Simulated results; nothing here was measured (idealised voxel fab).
process module | voxel capacitor over wiring
cross-section cut | 225 nm wide | cells 5 nm
A cross-section is a grid of square cells, given in bands from the top down. A band is one or more rows of cells.
Each band's line starts with the height of the band's top and of its bottom, in nm. Then come its materials from left to right, each with its width in nm. One material with "throughout" fills the band from edge to edge. "air" is empty space.
Height 0 is the level under which the wafer as received is all one material. The lowest band goes on downwards, as in "0 down".
A width such as "30 to 40" changes by the same amount from each row of cells to the next, from the band's top row to its bottom row.
"no change" after a step means that no cell of the cross-section changed.
closed voids: empty space of 8 cells or more with no open way to the top, each as width x height at its distance from the left edge, in nm
after a step's settings: what the simulator itself notes on the step
overlay nm, on a step with a mask: how far to the right of its planned place the mask lay; to the left if negative
plan
1 op RECEIVE | material Si
2 op CONFORMAL_DEP | material SiO2 | thk nm 15
3 op DIRECTIONAL_DEP | material TiN | thk nm 5
4 op DIRECTIONAL_DEP | material W | thk nm 15
5 op DIRECTIONAL_DEP | material aC | thk nm 10
6 op PATTERN | tone cover | mask id METAL_1 | material resist | width nm 30 | pitch nm 95 | thk nm 30 | overlay nm -15
7 op DIRECTIONAL_ETCH | etch materials aC | depth nm 10
8 op STRIP | etch materials resist
9 op DIRECTIONAL_ETCH | etch materials W | depth nm 15
10 op DIRECTIONAL_ETCH | etch materials TiN | depth nm 5
11 op STRIP | etch materials aC
12 op CONFORMAL_DEP | material SiN | thk nm 5
13 op FILL_DEP | material lowk | thk nm 10
14 op CMP | height nm 35
15 op CONFORMAL_DEP | material SiCN | thk nm 5
16 op DIRECTIONAL_DEP | material SiO2 | thk nm 20
17 op PATTERN | tone open | mask id PLUG_1 | material resist | width nm 15 | thk nm 20 | overlay nm 0
18 op DIRECTIONAL_ETCH | etch materials SiO2 | depth nm 20
19 op DIRECTIONAL_ETCH | etch materials SiCN | depth nm 5
20 op STRIP | etch materials resist
21 op EPI | material Ru | thk nm 10
22 op EPI | material Ru | thk nm 10
23 op EPI | material Ru | thk nm 5
24 op DIRECTIONAL_DEP | material TiN | thk nm 5
25 op DIRECTIONAL_DEP | material Al2O3 | thk nm 5
26 op DIRECTIONAL_DEP | material TiN | thk nm 10
27 op PATTERN | tone cover | mask id UPPER_PLATE | material resist | width nm 70 | thk nm 20 | overlay nm 0
28 op DIRECTIONAL_ETCH | etch materials TiN | depth nm 10
29 op DIRECTIONAL_ETCH | etch materials Al2O3 | depth nm 5
30 op STRIP | etch materials resist
31 op PATTERN | tone cover | mask id LOWER_PLATE | material resist | width nm 80 | thk nm 15 | overlay nm 0
32 op DIRECTIONAL_ETCH | etch materials TiN | depth nm 5
33 op STRIP | etch materials resist
34 op FILL_DEP | material SiO2 | thk nm 20
35 op CMP | height nm 95
36 op MASKED_ETCH | tone open | mask id PLUG_2 | width nm 15 | etch materials SiO2 | depth nm 15 | overlay nm 0
37 op CONFORMAL_DEP | material TiN | thk nm 5
38 op FILL_DEP | material W | thk nm 10
39 op CMP | height nm 95
40 op CONFORMAL_DEP | material SiCN | thk nm 5
varied across the wafers: overlay nm of step 6. The plan shows the first wafer's value. All wafers start alike
first wafer as received, after step 1
  0 down: Si throughout
  closed voids: none
first wafer at the end, after step 40
  100 to 95: SiCN throughout
  95 to 85: SiO2 75 | TiN 5 | W 5 | TiN 5 | SiO2 135
  85 to 80: SiO2 75 | TiN 15 | SiO2 135
  80 to 70: SiO2 80 | TiN 55 | SiO2 90
  70 to 65: SiO2 80 | Al2O3 55 | SiO2 90
  65 to 60: SiO2 60 | TiN 5 | SiO2 15 | TiN 60 | SiO2 85
  60 to 55: SiO2 throughout
  55 to 45: SiO2 65 | TiN 15 | SiO2 145
  45 to 40: SiO2 65 | Al2O3 15 | SiO2 145
  40 to 35: SiCN 65 | TiN 15 | SiCN 145
  35 to 20: lowk 30 | SiN 5 | W 30 | SiN 5 | lowk 55 | SiN 5 | W 30 | SiN 5 | lowk 60
  20 to 15: SiN 35 | TiN 30 | SiN 65 | TiN 30 | SiN 65
  15 to 0: SiO2 throughout
  0 down: Si throughout
  closed voids: none
last wafer at the end
  100 to 95: SiCN throughout
  95 to 85: SiO2 75 | TiN 5 | W 5 | TiN 5 | SiO2 135
  85 to 80: SiO2 75 | TiN 15 | SiO2 135
  80 to 70: SiO2 65 | TiN 70 | SiO2 90
  70 to 65: SiO2 65 | Al2O3 70 | SiO2 90
  65 to 60: SiO2 60 | TiN 80 | SiO2 85
  60 to 40: SiO2 65 | Ru 15 | SiO2 145
  40 to 35: SiCN 65 | Ru 15 | SiCN 145
  35 to 20: lowk 60 | SiN 5 | W 30 | SiN 5 | lowk 55 | SiN 5 | W 30 | SiN 5 | lowk 30
  20 to 15: SiN 65 | TiN 30 | SiN 65 | TiN 30 | SiN 35
  15 to 0: SiO2 throughout
  0 down: Si throughout
  closed voids: none
each wafer at the end: cells of each material gained (+) or lost (-) since it was received, then its closed voids
overlay nm -15 | +14 Al2O3 | +87 SiCN | +45 SiN | +566 SiO2 | +63 TiN | +38 W | +87 lowk | closed voids: none
overlay nm -10 | +14 Al2O3 | +15 Ru | +87 SiCN | +45 SiN | +551 SiO2 | +63 TiN | +38 W | +87 lowk | closed voids: none
overlay nm -5 | +14 Al2O3 | +15 Ru | +87 SiCN | +45 SiN | +551 SiO2 | +63 TiN | +38 W | +87 lowk | closed voids: none
overlay nm 0 | +14 Al2O3 | +15 Ru | +87 SiCN | +45 SiN | +551 SiO2 | +63 TiN | +38 W | +87 lowk | closed voids: none
overlay nm 5 | +14 Al2O3 | +15 Ru | +87 SiCN | +45 SiN | +551 SiO2 | +63 TiN | +38 W | +87 lowk | closed voids: none
overlay nm 10 | +14 Al2O3 | +15 Ru | +87 SiCN | +45 SiN | +551 SiO2 | +63 TiN | +38 W | +87 lowk | closed voids: none
overlay nm 15 | +14 Al2O3 | +15 Ru | +87 SiCN | +45 SiN | +551 SiO2 | +63 TiN | +38 W | +87 lowk | closed voids: none
